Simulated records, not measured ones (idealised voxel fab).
The following is a process module called voxel local oxidation.
Square cell edge 5 nm, section width 290 nm, ID cut.
If you're reading a cross-section in this doc, picture square cells in a grid; it comes to you as bands, top ones listed first down to the bottom, and a band can be one or more rows of cells. It is stipulated that each band's entry specify, in nanometres, the height of the top of the band and then that of its bottom, followed by the materials of the band in left-to-right sequence, each together with its width in nanometres. A single material marked by the word "throughout" is understood to fill the band from edge to edge; the word "empty" is understood to denote empty space. Counting heights begins at 0, where everything beneath is, in the wafer as received, one material. The lowest band has no bottom; it goes on downwards, as "0..down" shows. It should be noted that a width expressed as "30 to 40" varies in equal increments from row to row of cells within the band, taking the value of the first number at the top row and that of the second number at the bottom row. Take "stayed the same" at face value: in the step it is given for, the cross-section changed in none of its cells. "Closed-off voids": sealed empty spaces, 8 cells or more, no open way to top, listed width x height at distance, with distance from the left edge and width, height and distance in nm. What comes after the settings on a step's line is commentary from the simulator itself on that step. The line of a step may include "overlay nm". On a step with a mask, this value is how far to the right of its planned place the mask lay. A negative value means the mask lay to the left.
[Process steps (planned)]
step 1: op RECEIVE | material Si
step 2: op CONFORMAL_DEP | material SiO2 | thk nm 5
step 3: op CONFORMAL_DEP | material SiN | thk nm 10
step 4: op MASKED_ETCH | tone cover | mask id ACTIVE | width nm 100 | pitch nm 140 | etch materials SiN | depth nm 10 | overlay nm 0
step 5: op SELECTIVE_ETCH | etch materials SiO2 | depth nm 5
step 6: op OXIDIZE | depth nm 15
step 7: op STRIP | etch materials SiN
[First out of two wafers; run went to plan]
[Received-state cross-section, reflecting completion of step 1]
0..down: Si throughout
Closed-off voids: none
[How the wafer stands in section after step 2]
5..0: SiO2 throughout
Note: structure below 0 unchanged.
[How the wafer stands in section after step 3]
15..5: SiN throughout
Note: structure below 5 unchanged.
[How the wafer stands in section after step 4]
15..5: empty 25, SiN 100, empty 40, SiN 100, empty 25
Note: structure below 5 unchanged.
[How the wafer stands in section after step 5]
15..5: empty 25, SiN 100, empty 40, SiN 100, empty 25
5..0: empty 30, SiO2 90, empty 50, SiO2 90, empty 30
Note: structure below 0 unchanged.
[How the wafer stands in section after step 6]
15..5: empty 25, SiN 100, empty 40, SiN 100, empty 25
5..0: empty 30, SiO2 90, empty 50, SiO2 90, empty 30
0..-15: SiO2 45, Si 60, SiO2 80, Si 60, SiO2 45
Note: structure below -15 unchanged.
[How the wafer stands in section after step 7]
5..0: empty 30, SiO2 90, empty 50, SiO2 90, empty 30
Note: structure below 0 unchanged.
[Notes, second wafer: start = first wafer's, plan = first wafer's, execution had one mistake; history identical to first through step 3]
[Second wafer: cross-section at the scheduled end of step 4]
15..5: empty 15, SiN 100, empty 40, SiN 100, empty 35
Note: structure below 5 unchanged.
[Second wafer: cross-section at the scheduled end of step 5]
15..5: empty 15, SiN 100, empty 40, SiN 100, empty 35
5..0: empty 20, SiO2 90, empty 50, SiO2 90, empty 40
Note: structure below 0 unchanged.
[Second wafer: cross-section at the scheduled end of step 6]
15..5: empty 15, SiN 100, empty 40, SiN 100, empty 35
5..0: empty 20, SiO2 90, empty 50, SiO2 90, empty 40
0..-15: SiO2 35, Si 60, SiO2 80, Si 60, SiO2 55
Note: structure below -15 unchanged.
[Second wafer: cross-section at the scheduled end of step 7]
5..0: empty 20, SiO2 90, empty 50, SiO2 90, empty 40
Note: structure below 0 unchanged.
The mistake made against the process plan was this: step 4 did not use the planned setting and instead ran as op MASKED_ETCH | tone cover | mask id ACTIVE | width nm 100 | pitch nm 140 | etch materials SiN | depth nm 10 | overlay nm -10
End check, second vs first wafer: material counts in cells match, positions do not.
